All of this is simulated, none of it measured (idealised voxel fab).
process module | voxel capacitor over wiring
cross-section cut | 245 nm wide | cells 5 nm
A cross-section is a grid of square cells, given in bands from the top down. A band is one or more rows of cells.
Each band's line starts with the height of the band's top and of its bottom, in nm. Then come its materials from left to right, each with its width in nm. One material with "throughout" fills the band from edge to edge. "air" is empty space.
Height 0 is the level under which the wafer as received is all one material. The lowest band goes on downwards, as in "0 down".
A width such as "30 to 40" changes by the same amount from each row of cells to the next, from the band's top row to its bottom row.
"no change" after a step means that no cell of the cross-section changed.
closed voids: empty space of 8 cells or more with no open way to the top, each as width x height at its distance from the left edge, in nm
after a step's settings: what the simulator itself notes on the step
overlay nm, on a step with a mask: how far to the right of its planned place the mask lay; to the left if negative
plan
1 op RECEIVE | material Si
2 op CONFORMAL_DEP | material SiO2 | thk nm 15
3 op CONFORMAL_DEP | material SiCN | thk nm 5
4 op DIRECTIONAL_DEP | material lowk | thk nm 25
5 op DIRECTIONAL_DEP | material aC | thk nm 15
6 op PATTERN | tone open | mask id METAL_1 | material resist | width nm 20 | pitch nm 90 | thk nm 35 | overlay nm 0
7 op DIRECTIONAL_ETCH | etch materials aC | depth nm 15
8 op STRIP | etch materials resist
9 op DIRECTIONAL_ETCH | etch materials lowk | depth nm 25
10 op DIRECTIONAL_ETCH | etch materials SiCN | depth nm 5
11 op STRIP | etch materials aC
12 op CONFORMAL_DEP | material TiN | thk nm 5
13 op FILL_DEP | material Cu | thk nm 5
14 op CMP | height nm 45
15 op EPI | material Ru | thk nm 5
16 op FILL_DEP | material SiCN | thk nm 5
17 op DIRECTIONAL_DEP | material SiO2 | thk nm 20
18 op PATTERN | tone open | mask id PLUG_1 | material resist | width nm 15 | thk nm 20 | overlay nm 0
19 op DIRECTIONAL_ETCH | etch materials SiO2 | depth nm 20
20 op DIRECTIONAL_ETCH | etch materials SiCN | depth nm 5
21 op STRIP | etch materials resist
22 op EPI | material Ru | thk nm 10
23 op EPI | material Ru | thk nm 10
24 op EPI | material Ru | thk nm 5
25 op DIRECTIONAL_DEP | material TiN | thk nm 5
26 op DIRECTIONAL_DEP | material Al2O3 | thk nm 5
27 op DIRECTIONAL_DEP | material TiN | thk nm 5
28 op MASKED_ETCH | tone cover | mask id UPPER_PLATE | width nm 75 | etch materials TiN | depth nm 5 | overlay nm 0
29 op MASKED_ETCH | tone cover | mask id UPPER_PLATE | width nm 75 | etch materials Al2O3 | depth nm 5 | overlay nm 0
30 op DIRECTIONAL_DEP | material aC | thk nm 15
31 op PATTERN | tone cover | mask id LOWER_PLATE | material resist | width nm 85 | thk nm 30 | overlay nm 0
32 op DIRECTIONAL_ETCH | etch materials aC | depth nm 15
33 op STRIP | etch materials resist
34 op DIRECTIONAL_ETCH | etch materials TiN | depth nm 5
35 op STRIP | etch materials aC
36 op FILL_DEP | material SiO2 | thk nm 20
37 op CMP | height nm 105
38 op DIRECTIONAL_DEP | material aC | thk nm 15
39 op PATTERN | tone open | mask id PLUG_2 | material resist | width nm 15 | thk nm 35 | overlay nm 0
40 op DIRECTIONAL_ETCH | etch materials aC | depth nm 15
41 op STRIP | etch materials resist
42 op DIRECTIONAL_ETCH | etch materials SiO2 | depth nm 15
43 op STRIP | etch materials aC
44 op CONFORMAL_DEP | material TiN | thk nm 5
45 op FILL_DEP | material Cu | thk nm 10
46 op CMP | height nm 105
47 op CONFORMAL_DEP | material SiN | thk nm 5
as received, after step 1
  0 down: Si throughout
  closed voids: none
first wafer at the end, as planned
  110 to 105: SiN throughout
  105 to 95: SiO2 80 | TiN 5 | Cu 5 | TiN 5 | SiO2 150
  95 to 85: SiO2 80 to 70 | TiN 15 to 75 | SiO2 150 to 100
  85 to 80: SiO2 70 | Al2O3 75 | SiO2 100
  80 to 75: SiO2 65 | TiN 85 | SiO2 95
  75 to 55: SiO2 70 | Ru 15 | SiO2 160
  55 to 50: SiCN 70 | Ru 15 | SiCN 160
  50 to 45: SiCN 60 | Ru 30 | SiCN 60 | Ru 30 | SiCN 65
  45 to 20: lowk 65 | TiN 5 | Cu 10 | TiN 5 | lowk 70 | TiN 5 | Cu 10 | TiN 5 | lowk 70
  20 to 15: SiCN 65 | TiN 20 | SiCN 70 | TiN 20 | SiCN 70
  15 to 0: SiO2 throughout
  0 down: Si throughout
  closed voids: none
second wafer at the end: like start, like plan, one mistake
  110 to 105: SiN throughout
  105 to 95: SiO2 80 to 70 | TiN 15 to 25 | SiO2 150
  95 to 90: SiO2 70 | Al2O3 25 | SiO2 150
  90 to 85: SiO2 65 | TiN 80 | SiO2 100
  85 to 80: SiO2 60 | Ru 35 | Al2O3 50 | SiO2 100
  80 to 75: SiO2 60 | Ru 35 | TiN 55 | SiO2 95
  75 to 55: SiO2 70 | Ru 15 | SiO2 160
  55 to 50: SiCN 70 | Ru 15 | SiCN 160
  50 to 45: SiCN 60 | Ru 30 | SiCN 60 | Ru 30 | SiCN 65
  45 to 20: lowk 65 | TiN 5 | Cu 10 | TiN 5 | lowk 70 | TiN 5 | Cu 10 | TiN 5 | lowk 70
  20 to 15: SiCN 65 | TiN 20 | SiCN 70 | TiN 20 | SiCN 70
  15 to 0: SiO2 throughout
  0 down: Si throughout
  closed voids: none
what went wrong: one of the steps 22 and 23, which are alike, was run twice
at the end the second wafer has, in cells: 2 fewer of Cu | 14 more of Ru | 8 fewer of SiO2 | 4 fewer of TiN
